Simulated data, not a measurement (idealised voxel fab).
Process module heading - voxel wiring stack
It is cross-section cut that appears here, measuring 265 nm in width, its square cells being 5 nm in size.
A cross-section in this document is a grid of square cells, and it is written down as bands, the top band listed before the ones below it; a band is made up of one or more rows of cells. Top height, bottom height, nm. Materials left to right, width each, nm. Single material + "edge to edge" = fills band edge to edge. "empty" = empty. Heights from 0 (as-received wafer is one material below). Bottom band endless downward, as "0..down". Read "30..40" as a graded width: first number on top, second number at the bottom, same change between each pair of neighbouring rows. What does "no change occurred" mean for a step? It means no cell of the cross-section changed in that step. You'll see "Unvented internal voids" listing empty spaces that have no way open to the top, as long as they're 8 cells or more; the notation is width x height at distance, where the distance is from the left edge, and all of it is in nm. Heads up: the bit after the settings on a step's line is the simulator's remark on that step. The setting "overlay nm" may be written on the line of a step. When the step uses a mask, the value reports how far to the right of the planned place the mask lay, and a negative value reports that it lay to the left.
-- Planned process steps
1. RECEIVE [material Si]
2. CONFORMAL_DEP [material SiO2] [thk nm 10]
3. CONFORMAL_DEP [material SiN] [thk nm 5]
4. DIRECTIONAL_DEP [material SiO2] [thk nm 15]
5. DIRECTIONAL_DEP [material aC] [thk nm 10]
6. PATTERN [tone open] [mask id METAL_1] [material resist] [width nm 20] [pitch nm 45] [thk nm 25] [overlay nm 0]
7. DIRECTIONAL_ETCH [etch materials aC] [depth nm 10]
8. STRIP [etch materials resist]
9. DIRECTIONAL_ETCH [etch materials SiO2] [depth nm 15]
10. DIRECTIONAL_ETCH [etch materials SiN] [depth nm 5]
11. STRIP [etch materials aC]
12. CONFORMAL_DEP [material TiN] [thk nm 5]
13. FILL_DEP [material W] [thk nm 10]
14. CMP [height nm 30]
15. CONFORMAL_DEP [material SiCN] [thk nm 5]
16. DIRECTIONAL_DEP [material SiO2] [thk nm 35]
17. DIRECTIONAL_DEP [material aC] [thk nm 10]
18. PATTERN [tone open] [mask id METAL_2_HOLES] [material resist] [width nm 15] [pitch nm 90] [thk nm 30] [overlay nm 0]
19. DIRECTIONAL_ETCH [etch materials aC] [depth nm 10]
20. STRIP [etch materials resist]
21. DIRECTIONAL_ETCH [etch materials SiO2] [depth nm 35]
22. STRIP [etch materials aC]
23. MASKED_ETCH [tone open] [mask id METAL_2] [width nm 20] [pitch nm 45] [etch materials SiO2] [depth nm 20] [overlay nm 0]
24. MASKED_ETCH [tone open] [mask id METAL_2] [width nm 20] [pitch nm 45] [etch materials SiCN] [depth nm 5] [overlay nm 0]
25. CONFORMAL_DEP [material TiN] [thk nm 5]
26. FILL_DEP [material Cu] [thk nm 10]
27. CMP [height nm 70]
28. CONFORMAL_DEP [material SiCN] [thk nm 5]
29. DIRECTIONAL_DEP [material lowk] [thk nm 25]
30. PATTERN [tone open] [mask id METAL_3] [material resist] [width nm 20] [pitch nm 45] [thk nm 20] [overlay nm 0]
31. DIRECTIONAL_ETCH [etch materials lowk] [depth nm 15]
32. STRIP [etch materials resist]
33. MASKED_ETCH [tone open] [mask id METAL_3_HOLES] [width nm 15] [pitch nm 45] [etch materials lowk] [depth nm 10] [overlay nm 0]
34. MASKED_ETCH [tone open] [mask id METAL_3_HOLES] [width nm 15] [pitch nm 45] [etch materials SiCN] [depth nm 5] [overlay nm 0]
35. CONFORMAL_DEP [material TiN] [thk nm 5]
36. FILL_DEP [material Cu] [thk nm 10]
37. CMP [height nm 100]
38. CONFORMAL_DEP [material SiCN] [thk nm 5]
39. DIRECTIONAL_DEP [material lowk] [thk nm 25]
40. MASKED_ETCH [tone open] [mask id METAL_4_HOLES] [width nm 15] [pitch nm 45] [etch materials lowk] [depth nm 25] [overlay nm 0]
41. MASKED_ETCH [tone open] [mask id METAL_4] [width nm 20] [pitch nm 45] [etch materials lowk] [depth nm 15] [overlay nm 0]
42. MASKED_ETCH [tone open] [mask id METAL_4] [width nm 20] [pitch nm 45] [etch materials SiCN] [depth nm 5] [overlay nm 0]
43. CONFORMAL_DEP [material TiN] [thk nm 5]
44. FILL_DEP [material Ru] [thk nm 10]
45. CMP [height nm 130]
46. CONFORMAL_DEP [material SiCN] [thk nm 5]
-- Concerning the first of two wafers, which was run in accordance with the plan
-- As-received wafer cross-section (after step 1)
* 0..down = Si edge to edge
* Unvented internal voids: none
-- Presented here is a cross-section of the wafer after step 2 has been performed
* 10..0 = SiO2 edge to edge
* At heights below 0, the structure remains unaltered.
-- Presented here is a cross-section of the wafer after step 3 has been performed
* 15..10 = SiN edge to edge
* At heights below 10, the structure remains unaltered.
-- Presented here is a cross-section of the wafer after step 4 has been performed
* 30..15 = SiO2 edge to edge
* At heights below 15, the structure remains unaltered.
-- Presented here is a cross-section of the wafer after step 5 has been performed
* 40..30 = aC edge to edge
* At heights below 30, the structure remains unaltered.
-- Presented here is a cross-section of the wafer after step 6 has been performed
* 65..40 = resist 55 / empty 20 / resist 25 / empty 20 / resist 25 / empty 20 / resist 25 / empty 20 / resist 55
* At heights below 40, the structure remains unaltered.
-- Presented here is a cross-section of the wafer after step 7 has been performed
* 55..40 = resist 55 / empty 20 / resist 25 / empty 20 / resist 25 / empty 20 / resist 25 / empty 20 / resist 55
* 40..30 = aC 55 / empty 20 / aC 25 / empty 20 / aC 25 / empty 20 / aC 25 / empty 20 / aC 55
* At heights below 30, the structure remains unaltered.
-- Presented here is a cross-section of the wafer after step 8 has been performed
* 40..30 = aC 55 / empty 20 / aC 25 / empty 20 / aC 25 / empty 20 / aC 25 / empty 20 / aC 55
* At heights below 30, the structure remains unaltered.
-- Presented here is a cross-section of the wafer after step 9 has been performed
* 40..30 = aC 55 / empty 20 / aC 25 / empty 20 / aC 25 / empty 20 / aC 25 / empty 20 / aC 55
* 30..15 = SiO2 55 / empty 20 / SiO2 25 / empty 20 / SiO2 25 / empty 20 / SiO2 25 / empty 20 / SiO2 55
* At heights below 15, the structure remains unaltered.
-- Presented here is a cross-section of the wafer after step 10 has been performed
* 40..30 = aC 55 / empty 20 / aC 25 / empty 20 / aC 25 / empty 20 / aC 25 / empty 20 / aC 55
* 30..15 = SiO2 55 / empty 20 / SiO2 25 / empty 20 / SiO2 25 / empty 20 / SiO2 25 / empty 20 / SiO2 55
* 15..10 = SiN 55 / empty 20 / SiN 25 / empty 20 / SiN 25 / empty 20 / SiN 25 / empty 20 / SiN 55
* At heights below 10, the structure remains unaltered.
-- Presented here is a cross-section of the wafer after step 11 has been performed
* 30..15 = SiO2 55 / empty 20 / SiO2 25 / empty 20 / SiO2 25 / empty 20 / SiO2 25 / empty 20 / SiO2 55
* At heights below 15, the structure remains unaltered.
-- Presented here is a cross-section of the wafer after step 12 has been performed
* 35..30 = TiN 60 / empty 10 / TiN 35 / empty 10 / TiN 35 / empty 10 / TiN 35 / empty 10 / TiN 60
* 30..15 = SiO2 55 / TiN 5 / empty 10 / TiN 5 / SiO2 25 / TiN 5 / empty 10 / TiN 5 / SiO2 25 / TiN 5 / empty 10 / TiN 5 / SiO2 25 / TiN 5 / empty 10 / TiN 5 / SiO2 55
* 15..10 = SiN 55 / TiN 20 / SiN 25 / TiN 20 / SiN 25 / TiN 20 / SiN 25 / TiN 20 / SiN 55
* At heights below 10, the structure remains unaltered.
-- Presented here is a cross-section of the wafer after step 13 has been performed
* 45..35 = W edge to edge
* 35..30 = TiN 60 / W 10 / TiN 35 / W 10 / TiN 35 / W 10 / TiN 35 / W 10 / TiN 60
* 30..15 = SiO2 55 / TiN 5 / W 10 / TiN 5 / SiO2 25 / TiN 5 / W 10 / TiN 5 / SiO2 25 / TiN 5 / W 10 / TiN 5 / SiO2 25 / TiN 5 / W 10 / TiN 5 / SiO2 55
* At heights below 15, the structure remains unaltered.
-- Presented here is a cross-section of the wafer after step 14 has been performed
* 30..15 = SiO2 55 / TiN 5 / W 10 / TiN 5 / SiO2 25 / TiN 5 / W 10 / TiN 5 / SiO2 25 / TiN 5 / W 10 / TiN 5 / SiO2 25 / TiN 5 / W 10 / TiN 5 / SiO2 55
* At heights below 15, the structure remains unaltered.
-- Presented here is a cross-section of the wafer after step 15 has been performed
* 35..30 = SiCN edge to edge
* At heights below 30, the structure remains unaltered.
-- Presented here is a cross-section of the wafer after step 16 has been performed
* 70..35 = SiO2 edge to edge
* At heights below 35, the structure remains unaltered.
-- Presented here is a cross-section of the wafer after step 17 has been performed
* 80..70 = aC edge to edge
* At heights below 70, the structure remains unaltered.
-- Presented here is a cross-section of the wafer after step 18 has been performed
* 110..80 = resist 55 / empty 15 / resist 75 / empty 15 / resist 105
* At heights below 80, the structure remains unaltered.
-- Presented here is a cross-section of the wafer after step 19 has been performed
* 100..80 = resist 55 / empty 15 / resist 75 / empty 15 / resist 105
* 80..70 = aC 55 / empty 15 / aC 75 / empty 15 / aC 105
* At heights below 70, the structure remains unaltered.
-- Presented here is a cross-section of the wafer after step 20 has been performed
* 80..70 = aC 55 / empty 15 / aC 75 / empty 15 / aC 105
* At heights below 70, the structure remains unaltered.
-- Presented here is a cross-section of the wafer after step 21 has been performed
* 80..70 = aC 55 / empty 15 / aC 75 / empty 15 / aC 105
* 70..35 = SiO2 55 / empty 15 / SiO2 75 / empty 15 / SiO2 105
* At heights below 35, the structure remains unaltered.
-- Presented here is a cross-section of the wafer after step 22 has been performed
* 70..35 = SiO2 55 / empty 15 / SiO2 75 / empty 15 / SiO2 105
* At heights below 35, the structure remains unaltered.
-- Presented here is a cross-section of the wafer after step 23 has been performed
* 70..50 = SiO2 55 / empty 20 / SiO2 25 / empty 20 / SiO2 25 / empty 20 / SiO2 25 / empty 20 / SiO2 55
* At heights below 50, the structure remains unaltered.
-- Presented here is a cross-section of the wafer after step 24 has been performed
* 70..50 = SiO2 55 / empty 20 / SiO2 25 / empty 20 / SiO2 25 / empty 20 / SiO2 25 / empty 20 / SiO2 55
* 50..35 = SiO2 55 / empty 15 / SiO2 75 / empty 15 / SiO2 105
* 35..30 = SiCN 55 / empty 15 / SiCN 75 / empty 15 / SiCN 105
* At heights below 30, the structure remains unaltered.
-- Presented here is a cross-section of the wafer after step 25 has been performed
* 75..70 = TiN 60 / empty 10 / TiN 35 / empty 10 / TiN 35 / empty 10 / TiN 35 / empty 10 / TiN 60
* 70..55 = SiO2 55 / TiN 5 / empty 10 / TiN 5 / SiO2 25 / TiN 5 / empty 10 / TiN 5 / SiO2 25 / TiN 5 / empty 10 / TiN 5 / SiO2 25 / TiN 5 / empty 10 / TiN 5 / SiO2 55
* 55..50 = SiO2 55 / TiN 5 / empty 5 / TiN 10 / SiO2 25 / TiN 20 / SiO2 25 / TiN 5 / empty 5 / TiN 10 / SiO2 25 / TiN 20 / SiO2 55
* 50..35 = SiO2 55 / TiN 5 / empty 5 / TiN 5 / SiO2 75 / TiN 5 / empty 5 / TiN 5 / SiO2 105
* 35..30 = SiCN 55 / TiN 15 / SiCN 75 / TiN 15 / SiCN 105
* At heights below 30, the structure remains unaltered.
-- Presented here is a cross-section of the wafer after step 26 has been performed
* 85..75 = Cu edge to edge
* 75..70 = TiN 60 / Cu 10 / TiN 35 / Cu 10 / TiN 35 / Cu 10 / TiN 35 / Cu 10 / TiN 60
* 70..55 = SiO2 55 / TiN 5 / Cu 10 / TiN 5 / SiO2 25 / TiN 5 / Cu 10 / TiN 5 / SiO2 25 / TiN 5 / Cu 10 / TiN 5 / SiO2 25 / TiN 5 / Cu 10 / TiN 5 / SiO2 55
* 55..50 = SiO2 55 / TiN 5 / Cu 5 / TiN 10 / SiO2 25 / TiN 20 / SiO2 25 / TiN 5 / Cu 5 / TiN 10 / SiO2 25 / TiN 20 / SiO2 55
* 50..35 = SiO2 55 / TiN 5 / Cu 5 / TiN 5 / SiO2 75 / TiN 5 / Cu 5 / TiN 5 / SiO2 105
* At heights below 35, the structure remains unaltered.
-- Presented here is a cross-section of the wafer after step 27 has been performed
* 70..55 = SiO2 55 / TiN 5 / Cu 10 / TiN 5 / SiO2 25 / TiN 5 / Cu 10 / TiN 5 / SiO2 25 / TiN 5 / Cu 10 / TiN 5 / SiO2 25 / TiN 5 / Cu 10 / TiN 5 / SiO2 55
* At heights below 55, the structure remains unaltered.
-- Presented here is a cross-section of the wafer after step 28 has been performed
* 75..70 = SiCN edge to edge
* At heights below 70, the structure remains unaltered.
-- Presented here is a cross-section of the wafer after step 29 has been performed
* 100..75 = lowk edge to edge
* At heights below 75, the structure remains unaltered.
-- Presented here is a cross-section of the wafer after step 30 has been performed
* 120..100 = resist 55 / empty 20 / resist 25 / empty 20 / resist 25 / empty 20 / resist 25 / empty 20 / resist 55
* At heights below 100, the structure remains unaltered.
-- Presented here is a cross-section of the wafer after step 31 has been performed
* 120..100 = resist 55 / empty 20 / resist 25 / empty 20 / resist 25 / empty 20 / resist 25 / empty 20 / resist 55
* 100..85 = lowk 55 / empty 20 / lowk 25 / empty 20 / lowk 25 / empty 20 / lowk 25 / empty 20 / lowk 55
* At heights below 85, the structure remains unaltered.
-- Presented here is a cross-section of the wafer after step 32 has been performed
* 100..85 = lowk 55 / empty 20 / lowk 25 / empty 20 / lowk 25 / empty 20 / lowk 25 / empty 20 / lowk 55
* At heights below 85, the structure remains unaltered.
-- Presented here is a cross-section of the wafer after step 33 has been performed
* 100..85 = lowk 55 / empty 20 / lowk 25 / empty 20 / lowk 25 / empty 20 / lowk 25 / empty 20 / lowk 55
* 85..75 = lowk 55 / empty 15 / lowk 30 / empty 15 / lowk 30 / empty 15 / lowk 30 / empty 15 / lowk 60
* At heights below 75, the structure remains unaltered.
-- Presented here is a cross-section of the wafer after step 34 has been performed
* 100..85 = lowk 55 / empty 20 / lowk 25 / empty 20 / lowk 25 / empty 20 / lowk 25 / empty 20 / lowk 55
* 85..75 = lowk 55 / empty 15 / lowk 30 / empty 15 / lowk 30 / empty 15 / lowk 30 / empty 15 / lowk 60
* 75..70 = SiCN 55 / empty 15 / SiCN 30 / empty 15 / SiCN 30 / empty 15 / SiCN 30 / empty 15 / SiCN 60
* At heights below 70, the structure remains unaltered.
-- Presented here is a cross-section of the wafer after step 35 has been performed
* 105..100 = TiN 60 / empty 10 / TiN 35 / empty 10 / TiN 35 / empty 10 / TiN 35 / empty 10 / TiN 60
* 100..90 = lowk 55 / TiN 5 / empty 10 / TiN 5 / lowk 25 / TiN 5 / empty 10 / TiN 5 / lowk 25 / TiN 5 / empty 10 / TiN 5 / lowk 25 / TiN 5 / empty 10 / TiN 5 / lowk 55
* 90..85 = lowk 55 / TiN 5 / empty 5 / TiN 10 / lowk 25 / TiN 5 / empty 5 / TiN 10 / lowk 25 / TiN 5 / empty 5 / TiN 10 / lowk 25 / TiN 5 / empty 5 / TiN 10 / lowk 55
* 85..75 = lowk 55 / TiN 5 / empty 5 / TiN 5 / lowk 30 / TiN 5 / empty 5 / TiN 5 / lowk 30 / TiN 5 / empty 5 / TiN 5 / lowk 30 / TiN 5 / empty 5 / TiN 5 / lowk 60
* 75..70 = SiCN 55 / TiN 15 / SiCN 30 / TiN 15 / SiCN 30 / TiN 15 / SiCN 30 / TiN 15 / SiCN 60
* At heights below 70, the structure remains unaltered.
-- Presented here is a cross-section of the wafer after step 36 has been performed
* 115..105 = Cu edge to edge
* 105..100 = TiN 60 / Cu 10 / TiN 35 / Cu 10 / TiN 35 / Cu 10 / TiN 35 / Cu 10 / TiN 60
* 100..90 = lowk 55 / TiN 5 / Cu 10 / TiN 5 / lowk 25 / TiN 5 / Cu 10 / TiN 5 / lowk 25 / TiN 5 / Cu 10 / TiN 5 / lowk 25 / TiN 5 / Cu 10 / TiN 5 / lowk 55
* 90..85 = lowk 55 / TiN 5 / Cu 5 / TiN 10 / lowk 25 / TiN 5 / Cu 5 / TiN 10 / lowk 25 / TiN 5 / Cu 5 / TiN 10 / lowk 25 / TiN 5 / Cu 5 / TiN 10 / lowk 55
* 85..75 = lowk 55 / TiN 5 / Cu 5 / TiN 5 / lowk 30 / TiN 5 / Cu 5 / TiN 5 / lowk 30 / TiN 5 / Cu 5 / TiN 5 / lowk 30 / TiN 5 / Cu 5 / TiN 5 / lowk 60
* At heights below 75, the structure remains unaltered.
-- Presented here is a cross-section of the wafer after step 37 has been performed
* 100..90 = lowk 55 / TiN 5 / Cu 10 / TiN 5 / lowk 25 / TiN 5 / Cu 10 / TiN 5 / lowk 25 / TiN 5 / Cu 10 / TiN 5 / lowk 25 / TiN 5 / Cu 10 / TiN 5 / lowk 55
* At heights below 90, the structure remains unaltered.
-- Presented here is a cross-section of the wafer after step 38 has been performed
* 105..100 = SiCN edge to edge
* At heights below 100, the structure remains unaltered.
-- Presented here is a cross-section of the wafer after step 39 has been performed
* 130..105 = lowk edge to edge
* At heights below 105, the structure remains unaltered.
-- Presented here is a cross-section of the wafer after step 40 has been performed
* 130..105 = lowk 55 / empty 15 / lowk 30 / empty 15 / lowk 30 / empty 15 / lowk 30 / empty 15 / lowk 60
* At heights below 105, the structure remains unaltered.
-- Presented here is a cross-section of the wafer after step 41 has been performed
* 130..115 = lowk 55 / empty 20 / lowk 25 / empty 20 / lowk 25 / empty 20 / lowk 25 / empty 20 / lowk 55
* At heights below 115, the structure remains unaltered.
-- Presented here is a cross-section of the wafer after step 42 has been performed
* 130..115 = lowk 55 / empty 20 / lowk 25 / empty 20 / lowk 25 / empty 20 / lowk 25 / empty 20 / lowk 55
* 115..105 = lowk 55 / empty 15 / lowk 30 / empty 15 / lowk 30 / empty 15 / lowk 30 / empty 15 / lowk 60
* 105..100 = SiCN 55 / empty 15 / SiCN 30 / empty 15 / SiCN 30 / empty 15 / SiCN 30 / empty 15 / SiCN 60
* At heights below 100, the structure remains unaltered.
-- Presented here is a cross-section of the wafer after step 43 has been performed
* 135..130 = TiN 60 / empty 10 / TiN 35 / empty 10 / TiN 35 / empty 10 / TiN 35 / empty 10 / TiN 60
* 130..120 = lowk 55 / TiN 5 / empty 10 / TiN 5 / lowk 25 / TiN 5 / empty 10 / TiN 5 / lowk 25 / TiN 5 / empty 10 / TiN 5 / lowk 25 / TiN 5 / empty 10 / TiN 5 / lowk 55
* 120..115 = lowk 55 / TiN 5 / empty 5 / TiN 10 / lowk 25 / TiN 5 / empty 5 / TiN 10 / lowk 25 / TiN 5 / empty 5 / TiN 10 / lowk 25 / TiN 5 / empty 5 / TiN 10 / lowk 55
* 115..105 = lowk 55 / TiN 5 / empty 5 / TiN 5 / lowk 30 / TiN 5 / empty 5 / TiN 5 / lowk 30 / TiN 5 / empty 5 / TiN 5 / lowk 30 / TiN 5 / empty 5 / TiN 5 / lowk 60
* 105..100 = SiCN 55 / TiN 15 / SiCN 30 / TiN 15 / SiCN 30 / TiN 15 / SiCN 30 / TiN 15 / SiCN 60
* At heights below 100, the structure remains unaltered.
-- Presented here is a cross-section of the wafer after step 44 has been performed
* 145..135 = Ru edge to edge
* 135..130 = TiN 60 / Ru 10 / TiN 35 / Ru 10 / TiN 35 / Ru 10 / TiN 35 / Ru 10 / TiN 60
* 130..120 = lowk 55 / TiN 5 / Ru 10 / TiN 5 / lowk 25 / TiN 5 / Ru 10 / TiN 5 / lowk 25 / TiN 5 / Ru 10 / TiN 5 / lowk 25 / TiN 5 / Ru 10 / TiN 5 / lowk 55
* 120..115 = lowk 55 / TiN 5 / Ru 5 / TiN 10 / lowk 25 / TiN 5 / Ru 5 / TiN 10 / lowk 25 / TiN 5 / Ru 5 / TiN 10 / lowk 25 / TiN 5 / Ru 5 / TiN 10 / lowk 55
* 115..105 = lowk 55 / TiN 5 / Ru 5 / TiN 5 / lowk 30 / TiN 5 / Ru 5 / TiN 5 / lowk 30 / TiN 5 / Ru 5 / TiN 5 / lowk 30 / TiN 5 / Ru 5 / TiN 5 / lowk 60
* At heights below 105, the structure remains unaltered.
-- Presented here is a cross-section of the wafer after step 45 has been performed
* 130..120 = lowk 55 / TiN 5 / Ru 10 / TiN 5 / lowk 25 / TiN 5 / Ru 10 / TiN 5 / lowk 25 / TiN 5 / Ru 10 / TiN 5 / lowk 25 / TiN 5 / Ru 10 / TiN 5 / lowk 55
* At heights below 120, the structure remains unaltered.
-- Presented here is a cross-section of the wafer after step 46 has been performed
* 135..130 = SiCN edge to edge
* At heights below 130, the structure remains unaltered.
-- second wafer: like start, like plan, one mistake. Through step 37 it matches the first wafer
-- Second wafer, cut view, end of step 38 per plan
* 105..100 = lowk edge to edge
* At heights below 100, the structure remains unaltered.
-- Second wafer, cut view, end of step 39 per plan
* 130..100 = lowk edge to edge
* At heights below 100, the structure remains unaltered.
-- Second wafer, cut view, end of step 40 per plan
* 130..105 = lowk 55 / empty 15 / lowk 30 / empty 15 / lowk 30 / empty 15 / lowk 30 / empty 15 / lowk 60
* At heights below 105, the structure remains unaltered.
-- Second wafer, cut view, end of step 41 per plan
* 130..115 = lowk 55 / empty 20 / lowk 25 / empty 20 / lowk 25 / empty 20 / lowk 25 / empty 20 / lowk 55
* 115..100 = lowk 55 / empty 15 / lowk 30 / empty 15 / lowk 30 / empty 15 / lowk 30 / empty 15 / lowk 60
* At heights below 100, the structure remains unaltered.
Second wafer, cut view, end of step 42 per plan: no change occurred
-- Second wafer, cut view, end of step 43 per plan
* 135..130 = TiN 60 / empty 10 / TiN 35 / empty 10 / TiN 35 / empty 10 / TiN 35 / empty 10 / TiN 60
* 130..120 = lowk 55 / TiN 5 / empty 10 / TiN 5 / lowk 25 / TiN 5 / empty 10 / TiN 5 / lowk 25 / TiN 5 / empty 10 / TiN 5 / lowk 25 / TiN 5 / empty 10 / TiN 5 / lowk 55
* 120..115 = lowk 55 / TiN 5 / empty 5 / TiN 10 / lowk 25 / TiN 5 / empty 5 / TiN 10 / lowk 25 / TiN 5 / empty 5 / TiN 10 / lowk 25 / TiN 5 / empty 5 / TiN 10 / lowk 55
* 115..105 = lowk 55 / TiN 5 / empty 5 / TiN 5 / lowk 30 / TiN 5 / empty 5 / TiN 5 / lowk 30 / TiN 5 / empty 5 / TiN 5 / lowk 30 / TiN 5 / empty 5 / TiN 5 / lowk 60
* 105..100 = lowk 55 / TiN 15 / lowk 30 / TiN 15 / lowk 30 / TiN 15 / lowk 30 / TiN 15 / lowk 60
* At heights below 100, the structure remains unaltered.
-- Second wafer, cut view, end of step 44 per plan
* 145..135 = Ru edge to edge
* 135..130 = TiN 60 / Ru 10 / TiN 35 / Ru 10 / TiN 35 / Ru 10 / TiN 35 / Ru 10 / TiN 60
* 130..120 = lowk 55 / TiN 5 / Ru 10 / TiN 5 / lowk 25 / TiN 5 / Ru 10 / TiN 5 / lowk 25 / TiN 5 / Ru 10 / TiN 5 / lowk 25 / TiN 5 / Ru 10 / TiN 5 / lowk 55
* 120..115 = lowk 55 / TiN 5 / Ru 5 / TiN 10 / lowk 25 / TiN 5 / Ru 5 / TiN 10 / lowk 25 / TiN 5 / Ru 5 / TiN 10 / lowk 25 / TiN 5 / Ru 5 / TiN 10 / lowk 55
* 115..105 = lowk 55 / TiN 5 / Ru 5 / TiN 5 / lowk 30 / TiN 5 / Ru 5 / TiN 5 / lowk 30 / TiN 5 / Ru 5 / TiN 5 / lowk 30 / TiN 5 / Ru 5 / TiN 5 / lowk 60
* At heights below 105, the structure remains unaltered.
-- Second wafer, cut view, end of step 45 per plan
* 130..120 = lowk 55 / TiN 5 / Ru 10 / TiN 5 / lowk 25 / TiN 5 / Ru 10 / TiN 5 / lowk 25 / TiN 5 / Ru 10 / TiN 5 / lowk 25 / TiN 5 / Ru 10 / TiN 5 / lowk 55
* At heights below 120, the structure remains unaltered.
-- Second wafer, cut view, end of step 46 per plan
* 135..130 = SiCN edge to edge
* At heights below 130, the structure remains unaltered.
what went wrong: step 38 ran with different settings than intended, the actual operation and settings being CONFORMAL_DEP [material lowk] [thk nm 5]
Looking at both finished wafers in cells, the second ends up ahead of or behind the first on some materials: 41 fewer of SiCN | 41 more of lowk
